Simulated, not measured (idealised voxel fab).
The name of this process module is voxel capacitor over wiring.
Square cell edge 5 nm, section width 260 nm, ID cut.
Reading order for cross-sections: top band down to bottom band. Underlying form: a grid of square cells. Band size: one or more rows of cells. Per band: top height and bottom height in nm, followed by the left-to-right materials and their widths in nm; "full width" marks a single material spanning edge to edge, "blank" marks empty space. Height 0 is the level under which the wafer as received is all one material. The lowest band goes on downwards, as in "0..down". Width: "30 to 40" (first number = top row, second number = bottom row, same change from row to row of cells). For the purposes of this document, the phrase "no change" attached to a step denotes that no cell within the cross-section was modified by that step. Basically, "Voids lacking openings" tells you about the enclosed voids: empty spaces with no open way to the top, 8 cells or bigger, each written width x height at distance, where distance is from the left edge, all in nm. That trailing text on a step's line, after the settings, is the simulator's own remark on the step. overlay nm: step with mask; distance mask lay right of planned place; negative value = left of planned place. The remainder of this document consists of a sequence of paired cross-sections. Each pair presents the cross-section prior to one process step together with the cross-section following it, the latter being rendered only as deep as the lowest band that underwent change. The intervening step, together with its settings, is stated beneath each pair. Because the pairs may originate from different runs of this module on the same starting wafer, a given pair is to be read as continuing from the preceding pair only where its entry headed "Pre-step snapshot" so indicates.

# Pre-step snapshot
- 80..75  TiN full width
- 75..70  HfO2 full width
- 70..60  TiN full width
- 60..50  lowk: 80 / TiN: 5 / Cu: 5 / TiN: 5 / lowk: 165
- 50..45  SiCN: 80 / TiN: 15 / SiCN: 165
- 45..20  SiO2: 70 / lowk: 5 / W: 20 / lowk: 5 / SiO2: 55 / lowk: 5 / W: 20 / lowk: 5 / SiO2: 75
- 20..15  lowk: 75 / TiN: 20 / lowk: 65 / TiN: 20 / lowk: 80
- 15..0  SiO2 full width
- 0..down  Si full width
- Voids lacking openings: none

# Result of Step
- 95..80  aC full width
- Everything below 80 is unchanged.
- Voids lacking openings: none
The process step separating the two cross-sections depicted above is as follows: DIRECTIONAL_DEP: material aC, thk nm 15

Pre-step snapshot: It is represented by the cross-section appearing after the step of the pair directly above.

# Result of Step
- 130..95  blank: 80 / resist: 70 / blank: 110
- Everything below 95 is unchanged.
- Voids lacking openings: none
The process step separating the two cross-sections depicted above is as follows: PATTERN: tone cover, mask id UPPER_PLATE, material resist, width nm 70, thk nm 35, overlay nm 0

Pre-step snapshot: It is represented by the cross-section appearing after the step of the pair directly above.

# Result of Step
- 115..95  blank: 80 / resist: 70 / blank: 110
- 95..80  blank: 80 / aC: 70 / blank: 110
- Everything below 80 is unchanged.
- Voids lacking openings: none
The process step separating the two cross-sections depicted above is as follows: DIRECTIONAL_ETCH: etch materials aC, depth nm 15

Pre-step snapshot: It is represented by the cross-section appearing after the step of the pair directly above.

# Result of Step
- 95..80  blank: 80 / aC: 70 / blank: 110
- Everything below 80 is unchanged.
- Voids lacking openings: none
The process step separating the two cross-sections depicted above is as follows: STRIP: etch materials resist

Pre-step snapshot: It is represented by the cross-section appearing after the step of the pair directly above.

# Result of Step
- 95..80  blank: 80 / aC: 70 / blank: 110
- 80..75  blank: 80 / TiN: 70 / blank: 110
- Everything below 75 is unchanged.
- Voids lacking openings: none
The process step separating the two cross-sections depicted above is as follows: DIRECTIONAL_ETCH: etch materials TiN, depth nm 5

Pre-step snapshot: It is represented by the cross-section appearing after the step of the pair directly above.

# Result of Step
- 95..80  blank: 80 / aC: 70 / blank: 110
- 80..75  blank: 80 / TiN: 70 / blank: 110
- 75..70  blank: 80 / HfO2: 70 / blank: 110
- Everything below 70 is unchanged.
- Voids lacking openings: none
The process step separating the two cross-sections depicted above is as follows: DIRECTIONAL_ETCH: etch materials HfO2, depth nm 5

Pre-step snapshot: It is represented by the cross-section appearing after the step of the pair directly above.

# Result of Step
- 80..75  blank: 80 / TiN: 70 / blank: 110
- Everything below 75 is unchanged.
- Voids lacking openings: none
The process step separating the two cross-sections depicted above is as follows: STRIP: etch materials aC

Pre-step snapshot: It is represented by the cross-section appearing after the step of the pair directly above.

# Result of Step
- 80..75  blank: 80 / TiN: 70 / blank: 110
- 75..70  blank: 80 / HfO2: 70 / blank: 110
- 70..60  blank: 75 / TiN: 80 / blank: 105
- Everything below 60 is unchanged.
- Voids lacking openings: none
The process step separating the two cross-sections depicted above is as follows: MASKED_ETCH: tone cover, mask id LOWER_PLATE, width nm 80, etch materials TiN, depth nm 10, overlay nm 0

Pre-step snapshot: It is represented by the cross-section appearing after the step of the pair directly above.

# Result of Step
- 100..80  SiO2 full width
- 80..75  SiO2: 80 / TiN: 70 / SiO2: 110
- 75..70  SiO2: 80 / HfO2: 70 / SiO2: 110
- 70..60  SiO2: 75 / TiN: 80 / SiO2: 105
- Everything below 60 is unchanged.
- Voids lacking openings: none
The process step separating the two cross-sections depicted above is as follows: FILL_DEP: material SiO2, thk nm 20

Pre-step snapshot: It is represented by the cross-section appearing after the step of the pair directly above.

# Result of Step
- 95..80  SiO2 full width
- Everything below 80 is unchanged.
- Voids lacking openings: none
The process step separating the two cross-sections depicted above is as follows: CMP: height nm 95

Pre-step snapshot: It is represented by the cross-section appearing after the step of the pair directly above.

# Result of Step
- 110..95  resist: 90 / blank: 15 / resist: 155
- Everything below 95 is unchanged.
- Voids lacking openings: none
The process step separating the two cross-sections depicted above is as follows: PATTERN: tone open, mask id PLUG_2, material resist, width nm 15, thk nm 15, overlay nm 0

Pre-step snapshot: It is represented by the cross-section appearing after the step of the pair directly above.

# Result of Step
- 110..95  resist: 90 / blank: 15 / resist: 155
- 95..80  SiO2: 90 / blank: 15 / SiO2: 155
- Everything below 80 is unchanged.
- Voids lacking openings: none
The process step separating the two cross-sections depicted above is as follows: DIRECTIONAL_ETCH: etch materials SiO2, depth nm 15

Pre-step snapshot: It is represented by the cross-section appearing after the step of the pair directly above.

# Result of Step
- 95..80  SiO2: 90 / blank: 15 / SiO2: 155
- Everything below 80 is unchanged.
- Voids lacking openings: none
The process step separating the two cross-sections depicted above is as follows: STRIP: etch materials resist

Pre-step snapshot: It is represented by the cross-section appearing after the step of the pair directly above.

# Result of Step
- 100..95  TiN: 95 / blank: 5 / TiN: 160
- 95..85  SiO2: 90 / TiN: 5 / blank: 5 / TiN: 5 / SiO2: 155
- 85..75  SiO2: 90 to 80 / TiN: 15 to 70 / SiO2: 155 to 110
- Everything below 75 is unchanged.
- Voids lacking openings: none
The process step separating the two cross-sections depicted above is as follows: CONFORMAL_DEP: material TiN, thk nm 5

Pre-step snapshot: It is represented by the cross-section appearing after the step of the pair directly above.

# Result of Step
- 105..100  Cu full width
- 100..95  TiN: 95 / Cu: 5 / TiN: 160
- 95..85  SiO2: 90 / TiN: 5 / Cu: 5 / TiN: 5 / SiO2: 155
- Everything below 85 is unchanged.
- Voids lacking openings: none
The process step separating the two cross-sections depicted above is as follows: FILL_DEP: material Cu, thk nm 5

Pre-step snapshot: It is represented by the cross-section appearing after the step of the pair directly above.

# Result of Step
- 95..85  SiO2: 90 / TiN: 5 / Cu: 5 / TiN: 5 / SiO2: 155
- Everything below 85 is unchanged.
- Voids lacking openings: none
The process step separating the two cross-sections depicted above is as follows: CMP: height nm 95

Pre-step snapshot: It is represented by the cross-section appearing after the step of the pair directly above.

# Result of Step
- 100..95  SiN full width
- Everything below 95 is unchanged.
- Voids lacking openings: none
The process step separating the two cross-sections depicted above is as follows: CONFORMAL_DEP: material SiN, thk nm 5

# Pre-step snapshot
- 55..45  aC full width
- 45..20  W full width
- 20..15  TiN full width
- 15..0  SiO2 full width
- 0..down  Si full width
- Voids lacking openings: none

# Result of Step
- 80..55  resist: 75 / blank: 20 / resist: 65 / blank: 20 / resist: 80
- Everything below 55 is unchanged.
- Voids lacking openings: none
The process step separating the two cross-sections depicted above is as follows: PATTERN: tone open, mask id METAL_1, material resist, width nm 20, pitch nm 85, thk nm 25, overlay nm 0

Pre-step snapshot: It is represented by the cross-section appearing after the step of the pair directly above.

# Result of Step
- 70..55  resist: 75 / blank: 20 / resist: 65 / blank: 20 / resist: 80
- 55..45  aC: 75 / blank: 20 / aC: 65 / blank: 20 / aC: 80
- Everything below 45 is unchanged.
- Voids lacking openings: none
The process step separating the two cross-sections depicted above is as follows: DIRECTIONAL_ETCH: etch materials aC, depth nm 10

Pre-step snapshot: It is represented by the cross-section appearing after the step of the pair directly above.

# Result of Step
- 55..45  aC: 75 / blank: 20 / aC: 65 / blank: 20 / aC: 80
- Everything below 45 is unchanged.
- Voids lacking openings: none
The process step separating the two cross-sections depicted above is as follows: STRIP: etch materials resist

Pre-step snapshot: It is represented by the cross-section appearing after the step of the pair directly above.

# Result of Step
- 55..45  aC: 75 / blank: 20 / aC: 65 / blank: 20 / aC: 80
- 45..20  W: 75 / blank: 20 / W: 65 / blank: 20 / W: 80
- Everything below 20 is unchanged.
- Voids lacking openings: none
The process step separating the two cross-sections depicted above is as follows: DIRECTIONAL_ETCH: etch materials W, depth nm 25

Pre-step snapshot: It is represented by the cross-section appearing after the step of the pair directly above.

# Result of Step
- 55..45  aC: 75 / blank: 20 / aC: 65 / blank: 20 / aC: 80
- 45..20  W: 75 / blank: 20 / W: 65 / blank: 20 / W: 80
- 20..15  TiN: 75 / blank: 20 / TiN: 65 / blank: 20 / TiN: 80
- Everything below 15 is unchanged.
- Voids lacking openings: none
The process step separating the two cross-sections depicted above is as follows: DIRECTIONAL_ETCH: etch materials TiN, depth nm 5

Pre-step snapshot: It is represented by the cross-section appearing after the step of the pair directly above.

# Result of Step
- 45..20  W: 75 / blank: 20 / W: 65 / blank: 20 / W: 80
- Everything below 20 is unchanged.
- Voids lacking openings: none
The process step separating the two cross-sections depicted above is as follows: STRIP: etch materials aC

Pre-step snapshot: It is represented by the cross-section appearing after the step of the pair directly above.

# Result of Step
- 50..45  SiN: 80 / blank: 10 / SiN: 75 / blank: 10 / SiN: 85
- 45..20  W: 75 / SiN: 5 / blank: 10 / SiN: 5 / W: 65 / SiN: 5 / blank: 10 / SiN: 5 / W: 80
- 20..15  TiN: 75 / SiN: 20 / TiN: 65 / SiN: 20 / TiN: 80
- Everything below 15 is unchanged.
- Voids lacking openings: none
The process step separating the two cross-sections depicted above is as follows: CONFORMAL_DEP: material SiN, thk nm 5

Pre-step snapshot: It is represented by the cross-section appearing after the step of the pair directly above.

# Result of Step
- 55..50  SiO2 full width
- 50..45  SiN: 80 / SiO2: 10 / SiN: 75 / SiO2: 10 / SiN: 85
- 45..20  W: 75 / SiN: 5 / SiO2: 10 / SiN: 5 / W: 65 / SiN: 5 / SiO2: 10 / SiN: 5 / W: 80
- Everything below 20 is unchanged.
- Voids lacking openings: none
The process step separating the two cross-sections depicted above is as follows: FILL_DEP: material SiO2, thk nm 5

Pre-step snapshot: It is represented by the cross-section appearing after the step of the pair directly above.

# Result of Step
- 45..20  W: 75 / SiN: 5 / SiO2: 10 / SiN: 5 / W: 65 / SiN: 5 / SiO2: 10 / SiN: 5 / W: 80
- Everything below 20 is unchanged.
- Voids lacking openings: none
The process step separating the two cross-sections depicted above is as follows: CMP: height nm 45

Pre-step snapshot: It is represented by the cross-section appearing after the step of the pair directly above.

# Result of Step
- 50..45  SiCN full width
- Everything below 45 is unchanged.
- Voids lacking openings: none
The process step separating the two cross-sections depicted above is as follows: CONFORMAL_DEP: material SiCN, thk nm 5

Pre-step snapshot: It is represented by the cross-section appearing after the step of the pair directly above.

# Result of Step
- 60..50  lowk full width
- Everything below 50 is unchanged.
- Voids lacking openings: none
The process step separating the two cross-sections depicted above is as follows: DIRECTIONAL_DEP: material lowk, thk nm 10

Pre-step snapshot: It is represented by the cross-section appearing after the step of the pair directly above.

# Result of Step
- 60..50  lowk: 80 / blank: 15 / lowk: 165
- Everything below 50 is unchanged.
- Voids lacking openings: none
The process step separating the two cross-sections depicted above is as follows: MASKED_ETCH: tone open, mask id PLUG_1, width nm 15, etch materials lowk, depth nm 10, overlay nm 0

Pre-step snapshot: It is represented by the cross-section appearing after the step of the pair directly above.

# Result of Step
- 60..50  lowk: 80 / blank: 15 / lowk: 165
- 50..45  SiCN: 80 / blank: 15 / SiCN: 165
- Everything below 45 is unchanged.
- Voids lacking openings: none
The process step separating the two cross-sections depicted above is as follows: MASKED_ETCH: tone open, mask id PLUG_1, width nm 15, etch materials SiCN, depth nm 5, overlay nm 0

Pre-step snapshot: It is represented by the cross-section appearing after the step of the pair directly above.

# Result of Step
- 65..60  TiN: 85 / blank: 5 / TiN: 170
- 60..50  lowk: 80 / TiN: 5 / blank: 5 / TiN: 5 / lowk: 165
- 50..45  SiCN: 80 / TiN: 15 / SiCN: 165
- Everything below 45 is unchanged.
- Voids lacking openings: none
The process step separating the two cross-sections depicted above is as follows: CONFORMAL_DEP: material TiN, thk nm 5

Pre-step snapshot: It is represented by the cross-section appearing after the step of the pair directly above.

# Result of Step
- 75..65  Cu full width
- 65..60  TiN: 85 / Cu: 5 / TiN: 170
- 60..50  lowk: 80 / TiN: 5 / Cu: 5 / TiN: 5 / lowk: 165
- Everything below 50 is unchanged.
- Voids lacking openings: none
The process step separating the two cross-sections depicted above is as follows: FILL_DEP: material Cu, thk nm 10

Pre-step snapshot: It is represented by the cross-section appearing after the step of the pair directly above.

# Result of Step
- 60..50  lowk: 80 / TiN: 5 / Cu: 5 / TiN: 5 / lowk: 165
- Everything below 50 is unchanged.
- Voids lacking openings: none
The process step separating the two cross-sections depicted above is as follows: CMP: height nm 60

Pre-step snapshot: It is represented by the cross-section appearing after the step of the pair directly above.

# Result of Step
- 70..60  TiN full width
- Everything below 60 is unchanged.
- Voids lacking openings: none
The process step separating the two cross-sections depicted above is as follows: DIRECTIONAL_DEP: material TiN, thk nm 10

Pre-step snapshot: It is represented by the cross-section appearing after the step of the pair directly above.

# Result of Step
- 75..70  HfO2 full width
- Everything below 70 is unchanged.
- Voids lacking openings: none
The process step separating the two cross-sections depicted above is as follows: DIRECTIONAL_DEP: material HfO2, thk nm 5

Pre-step snapshot: It is represented by the cross-section appearing after the step of the pair directly above.

# Result of Step
- 80..75  TiN full width
- Everything below 75 is unchanged.
- Voids lacking openings: none
The process step separating the two cross-sections depicted above is as follows: DIRECTIONAL_DEP: material TiN, thk nm 5

Pre-step snapshot: It is represented by the cross-section appearing after the step of the pair directly above.

# Result of Step
- 95..80  aC full width
- Everything below 80 is unchanged.
- Voids lacking openings: none
The process step separating the two cross-sections depicted above is as follows: DIRECTIONAL_DEP: material aC, thk nm 15

Pre-step snapshot: It is represented by the cross-section appearing after the step of the pair directly above.

# Result of Step
- 130..95  blank: 80 / resist: 70 / blank: 110
- Everything below 95 is unchanged.
- Voids lacking openings: none
The process step separating the two cross-sections depicted above is as follows: PATTERN: tone cover, mask id UPPER_PLATE, material resist, width nm 70, thk nm 35, overlay nm 0

Pre-step snapshot: It is represented by the cross-section appearing after the step of the pair directly above.

# Result of Step
- 115..95  blank: 80 / resist: 70 / blank: 110
- 95..80  blank: 80 / aC: 70 / blank: 110
- Everything below 80 is unchanged.
- Voids lacking openings: none
The process step separating the two cross-sections depicted above is as follows: DIRECTIONAL_ETCH: etch materials aC, depth nm 15

Pre-step snapshot: It is represented by the cross-section appearing after the step of the pair directly above.

# Result of Step
- 95..80  blank: 80 / aC: 70 / blank: 110
- Everything below 80 is unchanged.
- Voids lacking openings: none
The process step separating the two cross-sections depicted above is as follows: STRIP: etch materials resist

Pre-step snapshot: It is represented by the cross-section appearing after the step of the pair directly above.

# Result of Step
- 95..80  blank: 80 / aC: 70 / blank: 110
- 80..75  blank: 80 / TiN: 70 / blank: 110
- Everything below 75 is unchanged.
- Voids lacking openings: none
The process step separating the two cross-sections depicted above is as follows: DIRECTIONAL_ETCH: etch materials TiN, depth nm 5

Pre-step snapshot: It is represented by the cross-section appearing after the step of the pair directly above.

# Result of Step
- 95..80  blank: 80 / aC: 70 / blank: 110
- 80..75  blank: 80 / TiN: 70 / blank: 110
- 75..70  blank: 80 / HfO2: 70 / blank: 110
- Everything below 70 is unchanged.
- Voids lacking openings: none
The process step separating the two cross-sections depicted above is as follows: DIRECTIONAL_ETCH: etch materials HfO2, depth nm 5

Pre-step snapshot: It is represented by the cross-section appearing after the step of the pair directly above.

# Result of Step
- 80..75  blank: 80 / TiN: 70 / blank: 110
- Everything below 75 is unchanged.
- Voids lacking openings: none
The process step separating the two cross-sections depicted above is as follows: STRIP: etch materials aC

Pre-step snapshot: It is represented by the cross-section appearing after the step of the pair directly above.

# Result of Step
- 80..75  blank: 80 / TiN: 70 / blank: 110
- 75..70  blank: 80 / HfO2: 70 / blank: 110
- 70..60  blank: 75 / TiN: 80 / blank: 105
- Everything below 60 is unchanged.
- Voids lacking openings: none
The process step separating the two cross-sections depicted above is as follows: MASKED_ETCH: tone cover, mask id LOWER_PLATE, width nm 80, etch materials TiN, depth nm 10, overlay nm 0

Pre-step snapshot: It is represented by the cross-section appearing after the step of the pair directly above.

# Result of Step
- 100..80  SiO2 full width
- 80..75  SiO2: 80 / TiN: 70 / SiO2: 110
- 75..70  SiO2: 80 / HfO2: 70 / SiO2: 110
- 70..60  SiO2: 75 / TiN: 80 / SiO2: 105
- Everything below 60 is unchanged.
- Voids lacking openings: none
The process step separating the two cross-sections depicted above is as follows: FILL_DEP: material SiO2, thk nm 20

Pre-step snapshot: It is represented by the cross-section appearing after the step of the pair directly above.

# Result of Step
- 95..80  SiO2 full width
- Everything below 80 is unchanged.
- Voids lacking openings: none
The process step separating the two cross-sections depicted above is as follows: CMP: height nm 95

Pre-step snapshot: It is represented by the cross-section appearing after the step of the pair directly above.

# Result of Step
- 110..95  resist: 90 / blank: 15 / resist: 155
- Everything below 95 is unchanged.
- Voids lacking openings: none
The process step separating the two cross-sections depicted above is as follows: PATTERN: tone open, mask id PLUG_2, material resist, width nm 15, thk nm 15, overlay nm 0

Pre-step snapshot: It is represented by the cross-section appearing after the step of the pair directly above.

# Result of Step
- 110..95  resist: 90 / blank: 15 / resist: 155
- 95..80  SiO2: 90 / blank: 15 / SiO2: 155
- Everything below 80 is unchanged.
- Voids lacking openings: none
The process step separating the two cross-sections depicted above is as follows: DIRECTIONAL_ETCH: etch materials SiO2, depth nm 15

Pre-step snapshot: It is represented by the cross-section appearing after the step of the pair directly above.

# Result of Step
- 95..80  SiO2: 90 / blank: 15 / SiO2: 155
- Everything below 80 is unchanged.
- Voids lacking openings: none
The process step separating the two cross-sections depicted above is as follows: STRIP: etch materials resist

Pre-step snapshot: It is represented by the cross-section appearing after the step of the pair directly above.

# Result of Step
- 100..95  TiN: 95 / blank: 5 / TiN: 160
- 95..85  SiO2: 90 / TiN: 5 / blank: 5 / TiN: 5 / SiO2: 155
- 85..75  SiO2: 90 to 80 / TiN: 15 to 70 / SiO2: 155 to 110
- Everything below 75 is unchanged.
- Voids lacking openings: none
The process step separating the two cross-sections depicted above is as follows: CONFORMAL_DEP: material TiN, thk nm 5

Pre-step snapshot: It is represented by the cross-section appearing after the step of the pair directly above.

# Result of Step
- 105..100  Cu full width
- 100..95  TiN: 95 / Cu: 5 / TiN: 160
- 95..85  SiO2: 90 / TiN: 5 / Cu: 5 / TiN: 5 / SiO2: 155
- Everything below 85 is unchanged.
- Voids lacking openings: none
The process step separating the two cross-sections depicted above is as follows: FILL_DEP: material Cu, thk nm 5

Pre-step snapshot: It is represented by the cross-section appearing after the step of the pair directly above.

# Result of Step
- 95..85  SiO2: 90 / TiN: 5 / Cu: 5 / TiN: 5 / SiO2: 155
- Everything below 85 is unchanged.
- Voids lacking openings: none
The process step separating the two cross-sections depicted above is as follows: CMP: height nm 95

Pre-step snapshot: It is represented by the cross-section appearing after the step of the pair directly above.

# Result of Step
- 100..95  SiN full width
- Everything below 95 is unchanged.
- Voids lacking openings: none
The process step separating the two cross-sections depicted above is as follows: CONFORMAL_DEP: material SiN, thk nm 5
